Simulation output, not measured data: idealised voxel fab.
The following process module bears the name voxel wiring stack.
Cross-section cut: width 270 nm, square cells of 5 nm.
For the purposes of this document, a cross-section shall be understood as a grid of square cells, specified as bands listed in top-to-bottom order, each band consisting of one or more rows of cells. A band entry consists of two parts. The first gives the height of the band's top and the height of its bottom, in nm. The rest lists the band's materials from left to right, each with its width in nm. A single material labelled with the word "everywhere" fills the band from edge to edge, and the word "air" marks empty space. All heights in this document are referenced to 0, defined as the level beneath which the wafer, as received, consists entirely of one material. The lowest band is not bounded below; it extends indefinitely downward and is written in the form "0 down". Top row gets the first number, bottom row gets the second, and each row in between changes by the same step: that is how a band width like "30 to 40" works. "remained unchanged", as given for a step, is the statement that not any cell of the cross-section underwent a change during that step. Entry "Enclosed void catalog". Content: empty spaces with no open connection to the top, size 8 cells or greater. Each: width x height at distance. Distance: from left edge. Unit: nm. It should be noted that, on the line of a given step, the content following the step's settings is a remark produced by the simulator itself with respect to that step. Steps that use a mask can have "overlay nm" on their line. It says how far the mask sat to the right of where it was meant to be. Negative means to the left.
THE STEPS PLANNED FOR THE PROCESS ARE AS FOLLOWS
1. RECEIVE with material Si
2. CONFORMAL_DEP with material SiO2, thk nm 5
3. CONFORMAL_DEP with material SiN, thk nm 5
4. DIRECTIONAL_DEP with material SiO2, thk nm 15
5. PATTERN with tone open, mask id METAL_1, material resist, width nm 30, pitch nm 50, thk nm 20, overlay nm 0
6. DIRECTIONAL_ETCH with etch materials SiO2, depth nm 15
7. DIRECTIONAL_ETCH with etch materials SiN, depth nm 5
8. STRIP with etch materials resist
9. CONFORMAL_DEP with material TiN, thk nm 5
10. FILL_DEP with material Cu, thk nm 10
11. CMP with height nm 35
12. CONFORMAL_DEP with material SiCN, thk nm 5
13. DIRECTIONAL_DEP with material lowk, thk nm 25
14. MASKED_ETCH with tone open, mask id METAL_2_HOLES, width nm 15, etch materials lowk, depth nm 25, overlay nm 0
15. DIRECTIONAL_DEP with material aC, thk nm 10
16. PATTERN with tone open, mask id METAL_2, material resist, width nm 30, pitch nm 50, thk nm 25, overlay nm 0
17. DIRECTIONAL_ETCH with etch materials aC, depth nm 10
18. STRIP with etch materials resist
19. DIRECTIONAL_ETCH with etch materials lowk, depth nm 15
20. DIRECTIONAL_ETCH with etch materials SiCN, depth nm 5
21. STRIP with etch materials aC
22. CONFORMAL_DEP with material TiN, thk nm 5
23. FILL_DEP with material Ru, thk nm 5
24. CMP with height nm 65
25. CONFORMAL_DEP with material SiCN, thk nm 5
26. DIRECTIONAL_DEP with material SiO2, thk nm 10
27. MASKED_ETCH with tone open, mask id PLUG_2, width nm 15, etch materials SiO2, depth nm 10, overlay nm 0
28. MASKED_ETCH with tone open, mask id PLUG_2, width nm 15, etch materials SiCN, depth nm 5, overlay nm 0
29. CONFORMAL_DEP with material TiN, thk nm 5
30. FILL_DEP with material Ru, thk nm 5
31. CMP with height nm 80
32. CONFORMAL_DEP with material SiN, thk nm 5
33. DIRECTIONAL_DEP with material SiO2, thk nm 20
34. MASKED_ETCH with tone open, mask id METAL_3, width nm 30, pitch nm 50, etch materials SiO2, depth nm 20, overlay nm 0
35. MASKED_ETCH with tone open, mask id METAL_3, width nm 30, pitch nm 50, etch materials SiN, depth nm 5, overlay nm 0
36. CONFORMAL_DEP with material TiN, thk nm 5
37. FILL_DEP with material Ru, thk nm 5
38. CMP with height nm 105
39. CONFORMAL_DEP with material SiN, thk nm 5
Split variable: thk nm, step 2. Plan value = first wafer. Wafers start alike.
CROSS-SECTIONAL VIEW OF THE FIRST OF SEVERAL WAFERS IN THE AS-RECEIVED CONDITION, CORRESPONDING TO THE STATE FOLLOWING STEP 1
0 down  Si everywhere
Enclosed void catalog: none
HEADS UP, THIS TABLE GOES WAFER BY WAFER. A ROW TELLS YOU, AT THE END OF THE MODULE, HOW MANY CELLS OF EACH MATERIAL THAT WAFER HAS PUT ON (+) OR DROPPED (-) SINCE IT WAS RECEIVED, AND THEN ITS CLOSED VOIDS
thk nm 5, +86 Cu, +53 Ru, +102 SiCN, +138 SiN, +450 SiO2, +131 TiN, +228 lowk, Enclosed void catalog: none
thk nm 10, +32 Cu, +53 Ru, +102 SiCN, +138 SiN, +504 SiO2, +131 TiN, +228 lowk, Enclosed void catalog: none
thk nm 15, +24 Cu, +53 Ru, +102 SiCN, +138 SiN, +558 SiO2, +85 TiN, +228 lowk, Enclosed void catalog: none
thk nm 20, +16 Cu, +53 Ru, +102 SiCN, +138 SiN, +570 SiO2, +81 TiN, +228 lowk, Enclosed void catalog: none
thk nm 25, +8 Cu, +53 Ru, +102 SiCN, +138 SiN, +582 SiO2, +77 TiN, +228 lowk, Enclosed void catalog: none
thk nm 30, +53 Ru, +102 SiCN, +138 SiN, +594 SiO2, +73 TiN, +228 lowk, Enclosed void catalog: none
